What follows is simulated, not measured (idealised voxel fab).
Process module under the name voxel capacitor over wiring
In the cross-section labelled cut, the width is 275 nm and each square cell is 5 nm.
This document writes a cross-section as a grid whose cells are square, and gives it as bands, listed from the top down; one or more rows of cells form a band. Band: top and bottom heights (nm) first, top before bottom; then materials from left to right, widths in nm. "all across" marks a sole material filling the band edge to edge. "air" denotes empty space. For the purposes of this specification, 0 denotes the height below which the wafer in its as-received condition is composed wholly of one material, and the lowermost band, lacking a lower limit, extends downward without end, as expressed in "0 nm and below". Top row gets the first number, bottom row gets the second, and each row in between changes by the same step: that is how a band width like "30 to 40" works. It should be understood that the words "no modification", when stated for a given step, signify that the cross-section underwent no change in any of its cells during that step. Basically, "Fully enclosed voids" tells you about the enclosed voids: empty spaces with no open way to the top, 8 cells or bigger, each written width x height at distance, where distance is from the left edge, all in nm. What comes after the settings on a step's line is commentary from the simulator itself on that step. "overlay nm" denotes, for a step that has a mask, the displacement of the mask to the right of its planned place, with negative values corresponding to the left.
-- Steps in the process plan
- 1: RECEIVE | material Si
- 2: CONFORMAL_DEP | material SiO2 | thk nm 10
- 3: DIRECTIONAL_DEP | material TiN | thk nm 5
- 4: DIRECTIONAL_DEP | material W | thk nm 15
- 5: DIRECTIONAL_DEP | material aC | thk nm 15
- 6: PATTERN | tone cover | mask id METAL_1 | material resist | width nm 25 | pitch nm 80 | thk nm 35 | overlay nm 0
- 7: DIRECTIONAL_ETCH | etch materials aC | depth nm 15
- 8: STRIP | etch materials resist
- 9: DIRECTIONAL_ETCH | etch materials W | depth nm 15
- 10: DIRECTIONAL_ETCH | etch materials TiN | depth nm 5
- 11: STRIP | etch materials aC
- 12: CONFORMAL_DEP | material SiCN | thk nm 5
- 13: FILL_DEP | material SiO2 | thk nm 10
- 14: CMP | height nm 30
- 15: CONFORMAL_DEP | material SiCN | thk nm 5
- 16: DIRECTIONAL_DEP | material SiO2 | thk nm 10
- 17: MASKED_ETCH | tone open | mask id PLUG_1 | width nm 15 | etch materials SiO2 | depth nm 10 | overlay nm 0
- 18: MASKED_ETCH | tone open | mask id PLUG_1 | width nm 15 | etch materials SiCN | depth nm 5 | overlay nm 0
- 19: EPI | material Ru | thk nm 10
- 20: EPI | material Ru | thk nm 5
- 21: DIRECTIONAL_DEP | material TiN | thk nm 10
- 22: DIRECTIONAL_DEP | material HfO2 | thk nm 5
- 23: DIRECTIONAL_DEP | material TiN | thk nm 5
- 24: DIRECTIONAL_DEP | material aC | thk nm 15
- 25: PATTERN | tone cover | mask id UPPER_PLATE | material resist | width nm 60 | thk nm 30 | overlay nm 0
- 26: DIRECTIONAL_ETCH | etch materials aC | depth nm 15
- 27: STRIP | etch materials resist
- 28: DIRECTIONAL_ETCH | etch materials TiN | depth nm 5
- 29: DIRECTIONAL_ETCH | etch materials HfO2 | depth nm 5
- 30: STRIP | etch materials aC
- 31: MASKED_ETCH | tone cover | mask id LOWER_PLATE | width nm 70 | etch materials TiN | depth nm 10 | overlay nm 0
- 32: FILL_DEP | material SiO2 | thk nm 20
- 33: CMP | height nm 80
- 34: DIRECTIONAL_DEP | material aC | thk nm 10
- 35: PATTERN | tone open | mask id PLUG_2 | material resist | width nm 15 | thk nm 30 | overlay nm 0
- 36: DIRECTIONAL_ETCH | etch materials aC | depth nm 10
- 37: STRIP | etch materials resist
- 38: DIRECTIONAL_ETCH | etch materials SiO2 | depth nm 15
- 39: STRIP | etch materials aC
- 40: CONFORMAL_DEP | material TiN | thk nm 5
- 41: FILL_DEP | material W | thk nm 5
- 42: CMP | height nm 80
- 43: CONFORMAL_DEP | material SiCN | thk nm 5
-- Cross-sectional view of the wafer in its as-received condition, corresponding to the state after step 1
  0 nm and below | Si all across
  Fully enclosed voids: none
-- Cross-section at module end, one run error; start and plan unchanged from above
  85 nm to 80 nm | SiCN all across
  80 nm to 75 nm | 105 nm SiO2; 50 nm TiN; 120 nm SiO2
  75 nm to 70 nm | 105 nm SiO2; 5 nm TiN; 45 nm HfO2; 120 nm SiO2
  70 nm to 65 nm | 90 nm SiO2; 5 nm TiN; 10 nm SiO2; 55 nm TiN; 115 nm SiO2
  65 nm to 60 nm | 90 nm SiO2; 70 nm TiN; 115 nm SiO2
  60 nm to 55 nm | 95 nm SiO2; 15 nm HfO2; 165 nm SiO2
  55 nm to 50 nm | 95 nm SiO2; 15 nm TiN; 165 nm SiO2
  50 nm to 45 nm | 95 nm SiCN; 15 nm TiN; 165 nm SiCN
  45 nm to 35 nm | SiO2 all across
  35 nm to 30 nm | 80 nm SiO2; 35 nm SiCN; 45 nm SiO2; 35 nm SiCN; 80 nm SiO2
  30 nm to 15 nm | 80 nm SiO2; 5 nm SiCN; 25 nm W; 5 nm SiCN; 45 nm SiO2; 5 nm SiCN; 25 nm W; 5 nm SiCN; 80 nm SiO2
  15 nm to 10 nm | 85 nm SiCN; 25 nm TiN; 55 nm SiCN; 25 nm TiN; 85 nm SiCN
  10 nm to 0 nm | SiO2 all across
  0 nm and below | Si all across
  Fully enclosed voids: none
Misprocessing identified: skipped: plan step 14 (never run)
